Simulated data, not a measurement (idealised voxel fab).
The process module presented herein is designated voxel capacitor over wiring.
FYI the section here is cut, 275 nm wide, cells are 5 nm squares.
Cross-section format: a grid of square cells, given as bands from top to bottom; each band is one or more rows of cells. It is stipulated that each band's entry specify, in nanometres, the height of the top of the band and then that of its bottom, followed by the materials of the band in left-to-right sequence, each together with its width in nanometres. A single material marked by the word "throughout" is understood to fill the band from edge to edge; the word "air" is understood to denote empty space. The level at which height equals 0 is the one under which the wafer, as it arrives, is entirely one material. No lower edge exists for the bottom band, which continues downward and is notated as in "0 -> down". The width entry "30..40" should be interpreted row by row: the top row of cells in the band takes the first number, the bottom row takes the second number, and the change between adjacent rows is uniform throughout. "no alteration" means the step left every cell of the cross-section as it was. Enclosed voids (no open way to top), threshold 8 cells or more, entry "Closed void table", notation width x height at distance, distance from left edge, nm. Step line, after settings: the simulator's comment on this step. overlay nm: where the mask lay relative to plan, measured to the right, on steps with a mask; negatives go left.
[These are the steps we planned for the process]
1. RECEIVE, material Si
2. CONFORMAL_DEP, material SiO2, thk nm 15
3. CONFORMAL_DEP, material SiN, thk nm 5
4. DIRECTIONAL_DEP, material SiO2, thk nm 20
5. MASKED_ETCH, tone open, mask id METAL_1, width nm 20, pitch nm 70, etch materials SiO2, depth nm 20, overlay nm 0
6. MASKED_ETCH, tone open, mask id METAL_1, width nm 20, pitch nm 70, etch materials SiN, depth nm 5, overlay nm 0
7. CONFORMAL_DEP, material TiN, thk nm 5
8. FILL_DEP, material W, thk nm 5
9. CMP, height nm 40
10. CONFORMAL_DEP, material SiCN, thk nm 5
11. DIRECTIONAL_DEP, material lowk, thk nm 10
12. PATTERN, tone open, mask id PLUG_1, material resist, width nm 15, thk nm 15, overlay nm -15
13. DIRECTIONAL_ETCH, etch materials lowk, depth nm 10
14. DIRECTIONAL_ETCH, etch materials SiCN, depth nm 5
15. STRIP, etch materials resist
16. CONFORMAL_DEP, material TiN, thk nm 5
17. FILL_DEP, material Cu, thk nm 10
18. CMP, height nm 55
19. DIRECTIONAL_DEP, material TiN, thk nm 10
20. DIRECTIONAL_DEP, material SiN, thk nm 5
21. DIRECTIONAL_DEP, material TiN, thk nm 10
22. MASKED_ETCH, tone cover, mask id UPPER_PLATE, width nm 55, etch materials TiN, depth nm 10, overlay nm 0
23. MASKED_ETCH, tone cover, mask id UPPER_PLATE, width nm 55, etch materials SiN, depth nm 5, overlay nm 0
24. MASKED_ETCH, tone cover, mask id LOWER_PLATE, width nm 65, etch materials TiN, depth nm 10, overlay nm 0
25. FILL_DEP, material SiO2, thk nm 15
26. CMP, height nm 90
27. MASKED_ETCH, tone open, mask id PLUG_2, width nm 15, etch materials SiO2, depth nm 10, overlay nm 0
28. CONFORMAL_DEP, material TiN, thk nm 5
29. FILL_DEP, material W, thk nm 10
30. CMP, height nm 90
31. CONFORMAL_DEP, material SiN, thk nm 5
The wafers in this document start out alike and differ in the overlay nm applied at step 12; the plan shows the value used for the first wafer.
[After step 1, as received: first of several wafers, cross-section]
  0 -> down = Si throughout
  Closed void table: none
[What follows is a table in which each wafer occupies a row; for the wafer as it stands at the close of the module, the row states, material by material, how many cells have been gained (+) or lost (-) since receipt, and then gives its closed voids]
overlay nm -15, +2 Cu, +52 SiCN, +113 SiN, +673 SiO2, +84 TiN, +17 W, +104 lowk, Closed void table: none
overlay nm -10, +2 Cu, +52 SiCN, +113 SiN, +673 SiO2, +84 TiN, +17 W, +104 lowk, Closed void table: none
overlay nm -5, +2 Cu, +52 SiCN, +113 SiN, +673 SiO2, +84 TiN, +17 W, +104 lowk, Closed void table: none
overlay nm 0, +2 Cu, +52 SiCN, +113 SiN, +673 SiO2, +84 TiN, +17 W, +104 lowk, Closed void table: none
overlay nm 5, +2 Cu, +52 SiCN, +113 SiN, +673 SiO2, +84 TiN, +17 W, +104 lowk, Closed void table: none
overlay nm 10, +2 Cu, +52 SiCN, +113 SiN, +673 SiO2, +84 TiN, +17 W, +104 lowk, Closed void table: none
overlay nm 15, +2 Cu, +52 SiCN, +113 SiN, +673 SiO2, +84 TiN, +17 W, +104 lowk, Closed void table: none
